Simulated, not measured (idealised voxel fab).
process module | voxel gate over fins
cross-section cut | 240 nm wide | cells 5 nm
A cross-section is a grid of square cells, given in bands from the top down. A band is one or more rows of cells.
Each band's line starts with the height of the band's top and of its bottom, in nm. Then come its materials from left to right, each with its width in nm. One material with "throughout" fills the band from edge to edge. "air" is empty space.
Height 0 is the level under which the wafer as received is all one material. The lowest band goes on downwards, as in "0 down".
A width such as "30 to 40" changes by the same amount from each row of cells to the next, from the band's top row to its bottom row.
"no change" after a step means that no cell of the cross-section changed.
closed voids: empty space of 8 cells or more with no open way to the top, each as width x height at its distance from the left edge, in nm
after a step's settings: what the simulator itself notes on the step
overlay nm, on a step with a mask: how far to the right of its planned place the mask lay; to the left if negative
plan
1 op RECEIVE | material Si
2 op CONFORMAL_DEP | material SiN | thk nm 5
3 op PATTERN | tone cover | mask id FINS | material resist | width nm 15 | pitch nm 60 | thk nm 20 | overlay nm 0
4 op DIRECTIONAL_ETCH | etch materials SiN | depth nm 5
5 op DIRECTIONAL_ETCH | etch materials Si | depth nm 40
6 op STRIP | etch materials resist
7 op FILL_DEP | material SiO2 | thk nm 10
8 op CMP | height nm 5
9 op MASKED_ETCH | tone open | mask id RAIL | width nm 15 | etch materials SiO2 | depth nm 40 | overlay nm 0
10 op CONFORMAL_DEP | material TiN | thk nm 5
11 op FILL_DEP | material W | thk nm 10
12 op CMP | height nm 5
13 op SELECTIVE_ETCH | etch materials W Ru TiN | depth nm 30
14 op FILL_DEP | material SiO2 | thk nm 5
15 op CMP | height nm 5
16 op SELECTIVE_ETCH | etch materials SiO2 | depth nm 20
17 op STRIP | etch materials SiN
18 op CONFORMAL_DEP | material HfO2 | thk nm 5
19 op CONFORMAL_DEP | material TiN | thk nm 5
20 op FILL_DEP | material W | thk nm 10
21 op CMP | height nm 15
22 op CONFORMAL_DEP | material SiN | thk nm 10
as received, after step 1
  0 down: Si throughout
  closed voids: none
first wafer at the end, as planned
  25 to 15: SiN throughout
  15 to 10: W throughout
  10 to 5: W 10 | TiN 35 | W 25 | TiN 35 | W 25 | TiN 35 | W 25 | TiN 35 | W 15
  5 to 0: W 10 | TiN 5 | HfO2 25 | TiN 5 | W 25 | TiN 5 | HfO2 25 | TiN 5 | W 25 | TiN 5 | HfO2 25 | TiN 5 | W 25 | TiN 5 | HfO2 25 | TiN 5 | W 15
  0 to -5: W 10 | TiN 5 | HfO2 5 | Si 15 | HfO2 5 | TiN 5 | W 25 | TiN 5 | HfO2 5 | Si 15 | HfO2 5 | TiN 5 | W 25 | TiN 5 | HfO2 5 | Si 15 | HfO2 5 | TiN 5 | W 25 | TiN 5 | HfO2 5 | Si 15 | HfO2 5 | TiN 5 | W 15
  -5 to -10: TiN 15 | HfO2 5 | Si 15 | HfO2 5 | TiN 35 | HfO2 5 | Si 15 | HfO2 5 | TiN 35 | HfO2 5 | Si 15 | HfO2 5 | TiN 35 | HfO2 5 | Si 15 | HfO2 5 | TiN 20
  -10 to -15: HfO2 20 | Si 15 | HfO2 45 | Si 15 | HfO2 45 | Si 15 | HfO2 45 | Si 15 | HfO2 25
  -15 to -25: SiO2 20 | Si 15 | SiO2 45 | Si 15 | SiO2 45 | Si 15 | SiO2 45 | Si 15 | SiO2 25
  -25 to -30: SiO2 20 | Si 15 | SiO2 15 | TiN 5 | W 5 | TiN 5 | SiO2 15 | Si 15 | SiO2 45 | Si 15 | SiO2 45 | Si 15 | SiO2 25
  -30 to -35: SiO2 20 | Si 15 | SiO2 15 | TiN 15 | SiO2 15 | Si 15 | SiO2 45 | Si 15 | SiO2 45 | Si 15 | SiO2 25
  -35 to -40: SiO2 20 | Si 15 | SiO2 45 | Si 15 | SiO2 45 | Si 15 | SiO2 45 | Si 15 | SiO2 25
  -40 down: Si throughout
  closed voids: none
second wafer at the end: like start, like plan, one mistake
  25 to 15: SiO2 throughout
  15 to 10: W throughout
  10 to 5: W 10 | TiN 35 | W 25 | TiN 35 | W 25 | TiN 35 | W 25 | TiN 35 | W 15
  5 to 0: W 10 | TiN 5 | HfO2 25 | TiN 5 | W 25 | TiN 5 | HfO2 25 | TiN 5 | W 25 | TiN 5 | HfO2 25 | TiN 5 | W 25 | TiN 5 | HfO2 25 | TiN 5 | W 15
  0 to -5: W 10 | TiN 5 | HfO2 5 | Si 15 | HfO2 5 | TiN 5 | W 25 | TiN 5 | HfO2 5 | Si 15 | HfO2 5 | TiN 5 | W 25 | TiN 5 | HfO2 5 | Si 15 | HfO2 5 | TiN 5 | W 25 | TiN 5 | HfO2 5 | Si 15 | HfO2 5 | TiN 5 | W 15
  -5 to -10: TiN 15 | HfO2 5 | Si 15 | HfO2 5 | TiN 35 | HfO2 5 | Si 15 | HfO2 5 | TiN 35 | HfO2 5 | Si 15 | HfO2 5 | TiN 35 | HfO2 5 | Si 15 | HfO2 5 | TiN 20
  -10 to -15: HfO2 20 | Si 15 | HfO2 45 | Si 15 | HfO2 45 | Si 15 | HfO2 45 | Si 15 | HfO2 25
  -15 to -25: SiO2 20 | Si 15 | SiO2 45 | Si 15 | SiO2 45 | Si 15 | SiO2 45 | Si 15 | SiO2 25
  -25 to -30: SiO2 20 | Si 15 | SiO2 15 | TiN 5 | W 5 | TiN 5 | SiO2 15 | Si 15 | SiO2 45 | Si 15 | SiO2 45 | Si 15 | SiO2 25
  -30 to -35: SiO2 20 | Si 15 | SiO2 15 | TiN 15 | SiO2 15 | Si 15 | SiO2 45 | Si 15 | SiO2 45 | Si 15 | SiO2 25
  -35 to -40: SiO2 20 | Si 15 | SiO2 45 | Si 15 | SiO2 45 | Si 15 | SiO2 45 | Si 15 | SiO2 25
  -40 down: Si throughout
  closed voids: none
what went wrong: step 22 ran as: op CONFORMAL_DEP | material SiO2 | thk nm 10
at the end the second wafer has, in cells: 96 fewer of SiN | 96 more of SiO2
